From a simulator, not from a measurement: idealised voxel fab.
Process module under the name voxel ribs on slabs
Shown is cross-section cut, with a width of 245 nm and square cells of size 5 nm.
Cross-section format: a grid of square cells, given as bands from top to bottom; each band is one or more rows of cells. Read a band's entry like this: the first values are the height of its top and the height of its bottom in nm, and what follows is the sequence of materials from left to right, each with its width in nm. Note that "air" is empty space, and that a single material marked "full width" reaches across the band from edge to edge. For the purposes of this specification, 0 denotes the height below which the wafer in its as-received condition is composed wholly of one material, and the lowermost band, lacking a lower limit, extends downward without end, as expressed in "0 nm and below". Width spec "30 to 40" -> top row of cells at first value, bottom row at second value, equal per-row change in between. Basically "left unchanged" means that step didn't change any cell in the cross-section. The list in "closed voids" covers empty spaces of 8 cells or more that cannot reach the top through any open way, and it gives each as width x height at distance; the distance is from the left edge, and width, height and distance are in nm. If you see something after the settings on a step's line, that's the simulator's own remark about that step. Among the settings permitted on a step's line is "overlay nm"; applied to a step with a mask, it specifies the extent to which the mask lay to the right of its planned position, whereas a negative figure signifies a position to the left.
Process steps (planned)
1,RECEIVE (material Si)
2,DIRECTIONAL_DEP (material SiO2; thk nm 30)
3,DIRECTIONAL_DEP (material polySi; thk nm 25)
4,MASKED_ETCH (tone cover; mask id RIB; width nm 30; etch materials polySi; depth nm 10; overlay nm 0)
5,MASKED_ETCH (tone cover; mask id SLAB; width nm 70; etch materials polySi; depth nm 15; overlay nm 0)
6,FILL_DEP (material SiO2; thk nm 20)
7,CMP (height nm 70)
8,DIRECTIONAL_DEP (material TiN; thk nm 5)
9,DIRECTIONAL_DEP (material aC; thk nm 15)
10,PATTERN (tone cover; mask id HEATER; material resist; width nm 40; thk nm 30; overlay nm 0)
11,DIRECTIONAL_ETCH (etch materials aC; depth nm 15)
12,STRIP (etch materials resist)
13,DIRECTIONAL_ETCH (etch materials TiN; depth nm 5)
14,STRIP (etch materials aC)
15,CONFORMAL_DEP (material SiO2; thk nm 10)
Cross-section of the wafer at receipt, which is the condition after step 1
* 0 nm and below = Si full width
* closed voids: none
first wafer at the end, as planned
* 85 nm to 80 nm = 90 nm air, then 60 nm SiO2, then 95 nm air
* 80 nm to 75 nm = SiO2 full width
* 75 nm to 70 nm = 100 nm SiO2, then 40 nm TiN, then 105 nm SiO2
* 70 nm to 55 nm = SiO2 full width
* 55 nm to 45 nm = 105 nm SiO2, then 30 nm polySi, then 110 nm SiO2
* 45 nm to 30 nm = 85 nm SiO2, then 70 nm polySi, then 90 nm SiO2
* 30 nm to 0 nm = SiO2 full width
* 0 nm and below = Si full width
* closed voids: none
Same start, same plan as the first wafer - but one mistake in the run. Cross-section of the second of the two at the end of the module
* 85 nm to 80 nm = 90 nm air, then 60 nm SiO2, then 95 nm air
* 80 nm to 75 nm = SiO2 full width
* 75 nm to 70 nm = 100 nm SiO2, then 40 nm TiN, then 105 nm SiO2
* 70 nm to 25 nm = SiO2 full width
* 25 nm to 0 nm = polySi full width
* 0 nm and below = Si full width
* closed voids: none
Where did the run depart from the plan? the executed order of steps 2 and 3 is the reverse of that specified in the plan, each step having taken the other's position
In the final state, the cell counts of the second wafer exceed or fall short of those of the first for the following materials: SiO2 -191, polySi +191
